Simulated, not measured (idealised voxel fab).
process module | voxel trench capacitor
cross-section cut | 285 nm wide | cells 5 nm
A cross-section is a grid of square cells, given in bands from the top down. A band is one or more rows of cells.
Each band's line starts with the height of the band's top and of its bottom, in nm. Then come its materials from left to right, each with its width in nm. One material with "throughout" fills the band from edge to edge. "air" is empty space.
Height 0 is the level under which the wafer as received is all one material. The lowest band goes on downwards, as in "0 down".
A width such as "30 to 40" changes by the same amount from each row of cells to the next, from the band's top row to its bottom row.
"no change" after a step means that no cell of the cross-section changed.
closed voids: empty space of 8 cells or more with no open way to the top, each as width x height at its distance from the left edge, in nm
after a step's settings: what the simulator itself notes on the step
overlay nm, on a step with a mask: how far to the right of its planned place the mask lay; to the left if negative
plan
1 op RECEIVE | material Si
2 op CONFORMAL_DEP | material SiN | thk nm 5
3 op MASKED_ETCH | tone open | mask id TRENCH | width nm 30 | pitch nm 50 | etch materials SiN | depth nm 5 | overlay nm 0
4 op MASKED_ETCH | tone open | mask id TRENCH | width nm 30 | pitch nm 50 | etch materials Si | depth nm 25 | overlay nm 0
5 op CONFORMAL_DEP | material HfO2 | thk nm 5
6 op CONFORMAL_DEP | material TiN | thk nm 5
7 op FILL_DEP | material W | thk nm 5
8 op CMP | height nm 5
first wafer, as planned
as received, after step 1
  0 down: Si throughout
  closed voids: none
after step 2
  5 to 0: SiN throughout
  below 0: unchanged
after step 3
  5 to 0: SiN 100 | air 30 | SiN 20 | air 30 | SiN 105
  below 0: unchanged
after step 4
  5 to 0: SiN 100 | air 30 | SiN 20 | air 30 | SiN 105
  0 to -25: Si 100 | air 30 | Si 20 | air 30 | Si 105
  below -25: unchanged
after step 5
  10 to 5: HfO2 105 | air 20 | HfO2 30 | air 20 | HfO2 110
  5 to 0: SiN 100 | HfO2 5 | air 20 | HfO2 5 | SiN 20 | HfO2 5 | air 20 | HfO2 5 | SiN 105
  0 to -20: Si 100 | HfO2 5 | air 20 | HfO2 5 | Si 20 | HfO2 5 | air 20 | HfO2 5 | Si 105
  -20 to -25: Si 100 | HfO2 30 | Si 20 | HfO2 30 | Si 105
  below -25: unchanged
after step 6
  15 to 10: TiN 110 | air 10 | TiN 40 | air 10 | TiN 115
  10 to 5: HfO2 105 | TiN 5 | air 10 | TiN 5 | HfO2 30 | TiN 5 | air 10 | TiN 5 | HfO2 110
  5 to 0: SiN 100 | HfO2 5 | TiN 5 | air 10 | TiN 5 | HfO2 5 | SiN 20 | HfO2 5 | TiN 5 | air 10 | TiN 5 | HfO2 5 | SiN 105
  0 to -15: Si 100 | HfO2 5 | TiN 5 | air 10 | TiN 5 | HfO2 5 | Si 20 | HfO2 5 | TiN 5 | air 10 | TiN 5 | HfO2 5 | Si 105
  -15 to -20: Si 100 | HfO2 5 | TiN 20 | HfO2 5 | Si 20 | HfO2 5 | TiN 20 | HfO2 5 | Si 105
  below -20: unchanged
after step 7
  20 to 15: W throughout
  15 to 10: TiN 110 | W 10 | TiN 40 | W 10 | TiN 115
  10 to 5: HfO2 105 | TiN 5 | W 10 | TiN 5 | HfO2 30 | TiN 5 | W 10 | TiN 5 | HfO2 110
  5 to 0: SiN 100 | HfO2 5 | TiN 5 | W 10 | TiN 5 | HfO2 5 | SiN 20 | HfO2 5 | TiN 5 | W 10 | TiN 5 | HfO2 5 | SiN 105
  0 to -15: Si 100 | HfO2 5 | TiN 5 | W 10 | TiN 5 | HfO2 5 | Si 20 | HfO2 5 | TiN 5 | W 10 | TiN 5 | HfO2 5 | Si 105
  below -15: unchanged
after step 8
  5 to 0: SiN 100 | HfO2 5 | TiN 5 | W 10 | TiN 5 | HfO2 5 | SiN 20 | HfO2 5 | TiN 5 | W 10 | TiN 5 | HfO2 5 | SiN 105
  below 0: unchanged
second wafer: like start, like plan, one mistake. Through step 2 it matches the first wafer
when step 3 should have ended
  5 to 0: air 100 | SiN 30 | air 20 | SiN 30 | air 105
  below 0: unchanged
when step 4 should have ended: no change
when step 5 should have ended
  10 to 5: air 95 | HfO2 40 | air 10 | HfO2 40 | air 100
  5 to 0: HfO2 100 | SiN 30 | HfO2 20 | SiN 30 | HfO2 105
  below 0: unchanged
when step 6 should have ended
  15 to 10: air 90 | TiN 100 | air 95
  10 to 5: TiN 95 | HfO2 40 | TiN 10 | HfO2 40 | TiN 100
  below 5: unchanged
when step 7 should have ended
  20 to 15: W throughout
  15 to 10: W 90 | TiN 100 | W 95
  below 10: unchanged
when step 8 should have ended
  5 to 0: HfO2 100 | SiN 30 | HfO2 20 | SiN 30 | HfO2 105
  below 0: unchanged
what went wrong: step 3 ran as: op MASKED_ETCH | tone cover | mask id TRENCH | width nm 30 | pitch nm 50 | etch materials SiN | depth nm 5 | overlay nm 0
at the end the second wafer has, in cells: 13 more of HfO2 | 60 more of Si | 33 fewer of SiN | 24 fewer of TiN | 16 fewer of W
